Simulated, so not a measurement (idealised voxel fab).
process module | voxel transistor to metal
cross-section cut | 215 nm wide | cells 5 nm
A cross-section is a grid of square cells, given in bands from the top down. A band is one or more rows of cells.
Each band's line starts with the height of the band's top and of its bottom, in nm. Then come its materials from left to right, each with its width in nm. One material with "throughout" fills the band from edge to edge. "air" is empty space.
Height 0 is the level under which the wafer as received is all one material. The lowest band goes on downwards, as in "0 down".
A width such as "30 to 40" changes by the same amount from each row of cells to the next, from the band's top row to its bottom row.
"no change" after a step means that no cell of the cross-section changed.
closed voids: empty space of 8 cells or more with no open way to the top, each as width x height at its distance from the left edge, in nm
after a step's settings: what the simulator itself notes on the step
overlay nm, on a step with a mask: how far to the right of its planned place the mask lay; to the left if negative
plan
1 op RECEIVE | material Si
2 op CONFORMAL_DEP | material SiO2 | thk nm 5
3 op CONFORMAL_DEP | material SiN | thk nm 15
4 op DIRECTIONAL_DEP | material aC | thk nm 15
5 op PATTERN | tone cover | mask id ACTIVE | material resist | width nm 120 | thk nm 35 | overlay nm 0
6 op DIRECTIONAL_ETCH | etch materials aC | depth nm 15
7 op STRIP | etch materials resist
8 op DIRECTIONAL_ETCH | etch materials SiN | depth nm 15
9 op DIRECTIONAL_ETCH | etch materials SiO2 | depth nm 5
10 op DIRECTIONAL_ETCH | etch materials Si | depth nm 20
11 op STRIP | etch materials aC
12 op OXIDIZE | depth nm 5
13 op FILL_DEP | material SiO2 | thk nm 15
14 op CMP | height nm 20
15 op SELECTIVE_ETCH | etch materials SiO2 | depth nm 10
16 op STRIP | etch materials SiN
17 op SELECTIVE_ETCH | etch materials SiO2 | depth nm 5
18 op OXIDIZE | depth nm 5
19 op DIRECTIONAL_DEP | material polySi | thk nm 25
20 op DIRECTIONAL_DEP | material SiCN | thk nm 10
21 op MASKED_ETCH | tone cover | mask id GATE | width nm 30 | etch materials SiCN | depth nm 20 | overlay nm 0
22 op MASKED_ETCH | tone cover | mask id GATE | width nm 30 | etch materials polySi | depth nm 35 | overlay nm 0
23 op CONFORMAL_DEP | material SiO2 | thk nm 5
24 op DIRECTIONAL_ETCH | etch materials SiO2 | depth nm 5
25 op CONFORMAL_DEP | material SiN | thk nm 10
26 op DIRECTIONAL_ETCH | etch materials SiN | depth nm 10
27 op DIRECTIONAL_ETCH | etch materials SiO2 | depth nm 5
28 op EPI | material nSi | thk nm 5
29 op FILL_DEP | material SiO2 | thk nm 10
30 op CMP | height nm 25
31 op STRIP | etch materials polySi
32 op SELECTIVE_ETCH | etch materials SiO2 | depth nm 5
33 op CONFORMAL_DEP | material HfO2 | thk nm 5
34 op CONFORMAL_DEP | material TiN | thk nm 5
35 op FILL_DEP | material W | thk nm 10
36 op CMP | height nm 20
37 op DIRECTIONAL_DEP | material SiO2 | thk nm 10
38 op PATTERN | tone open | mask id CONTACT | material resist | width nm 20 | pitch nm 90 | thk nm 20 | overlay nm 0
39 op DIRECTIONAL_ETCH | etch materials SiO2 | depth nm 30
40 op STRIP | etch materials resist
41 op CONFORMAL_DEP | material TiN | thk nm 5
42 op FILL_DEP | material Ru | thk nm 5
43 op CMP | height nm 30
44 op DIRECTIONAL_DEP | material TiN | thk nm 5
45 op DIRECTIONAL_DEP | material Ru | thk nm 15
46 op PATTERN | tone cover | mask id METAL_1 | material resist | width nm 20 | pitch nm 90 | thk nm 20 | overlay nm 0
47 op DIRECTIONAL_ETCH | etch materials Ru | depth nm 15
48 op DIRECTIONAL_ETCH | etch materials TiN | depth nm 5
49 op STRIP | etch materials resist
50 op CONFORMAL_DEP | material SiCN | thk nm 5
51 op FILL_DEP | material SiO2 | thk nm 5
52 op CMP | height nm 50
53 op CONFORMAL_DEP | material SiN | thk nm 5
as received, after step 1
  0 down: Si throughout
  closed voids: none
first wafer at the end, as planned
  55 to 50: SiN throughout
  50 to 35: SiO2 45 | SiCN 5 | Ru 20 | SiCN 5 | SiO2 60 | SiCN 5 | Ru 20 | SiCN 5 | SiO2 50
  35 to 30: SiCN 50 | TiN 20 | SiCN 70 | TiN 20 | SiCN 55
  30 to 20: SiO2 50 | TiN 5 | Ru 10 | TiN 5 | SiO2 70 | TiN 5 | Ru 10 | TiN 5 | SiO2 55
  20 to 10: SiO2 50 | TiN 5 | Ru 10 | TiN 5 | SiO2 5 | SiN 10 | HfO2 5 | TiN 5 | W 20 | TiN 5 | HfO2 5 | SiN 10 | SiO2 5 | TiN 5 | Ru 10 | TiN 5 | SiO2 55
  10 to 5: SiO2 50 | TiN 10 | Ru 5 | TiN 5 | SiO2 5 | SiN 10 | HfO2 5 | TiN 5 | W 20 | TiN 5 | HfO2 5 | SiN 10 | SiO2 5 | TiN 5 | Ru 5 | TiN 10 | SiO2 55
  5 to 0: SiO2 45 | SiN 10 | TiN 15 | SiO2 5 | SiN 10 | HfO2 5 | TiN 30 | HfO2 5 | SiN 10 | SiO2 5 | TiN 15 | SiN 10 | SiO2 50
  0 to -5: SiO2 55 | nSi 20 | SiO2 10 | HfO2 40 | SiO2 10 | nSi 20 | SiO2 60
  -5 to -25: SiO2 50 | Si 110 | SiO2 55
  -25 down: Si throughout
  closed voids: none
second wafer at the end: like start, like plan, one mistake
  55 to 50: SiN throughout
  50 to 35: SiO2 45 | SiCN 5 | Ru 20 | SiCN 5 | SiO2 60 | SiCN 5 | Ru 20 | SiCN 5 | SiO2 50
  35 to 30: SiCN 50 | TiN 20 | SiCN 70 | TiN 20 | SiCN 55
  30 to 20: SiO2 50 | TiN 5 | Ru 10 | TiN 5 | SiO2 70 | TiN 5 | Ru 10 | TiN 5 | SiO2 55
  20 to 15: SiO2 50 | TiN 5 | Ru 10 | TiN 5 | SiO2 5 | SiN 10 | HfO2 5 | TiN 5 | W 20 | TiN 5 | HfO2 5 | SiN 10 | SiO2 5 | TiN 5 | Ru 10 | TiN 5 | SiO2 55
  15 to 10: SiO2 50 | TiN 5 | Ru 10 | TiN 5 | SiO2 5 | SiN 10 | HfO2 5 | TiN 30 | HfO2 5 | SiN 10 | SiO2 5 | TiN 5 | Ru 10 | TiN 5 | SiO2 55
  10 to 5: SiO2 40 | SiN 10 | TiN 5 | Ru 10 | TiN 5 | SiO2 15 | HfO2 40 | SiO2 15 | TiN 5 | Ru 10 | TiN 5 | SiN 10 | SiO2 45
  5 to 0: nSi 40 | SiO2 10 | TiN 20 | SiO2 70 | TiN 20 | SiO2 10 | nSi 45
  0 down: Si throughout
  closed voids: none
what went wrong: step 2 ran as: op CONFORMAL_DEP | material SiO2 | thk nm 15
at the end the second wafer has, in cells: 4 fewer of HfO2 | 2 more of Ru | 127 more of Si | 8 fewer of SiN | 114 fewer of SiO2 | 4 fewer of TiN | 8 fewer of W | 9 more of nSi
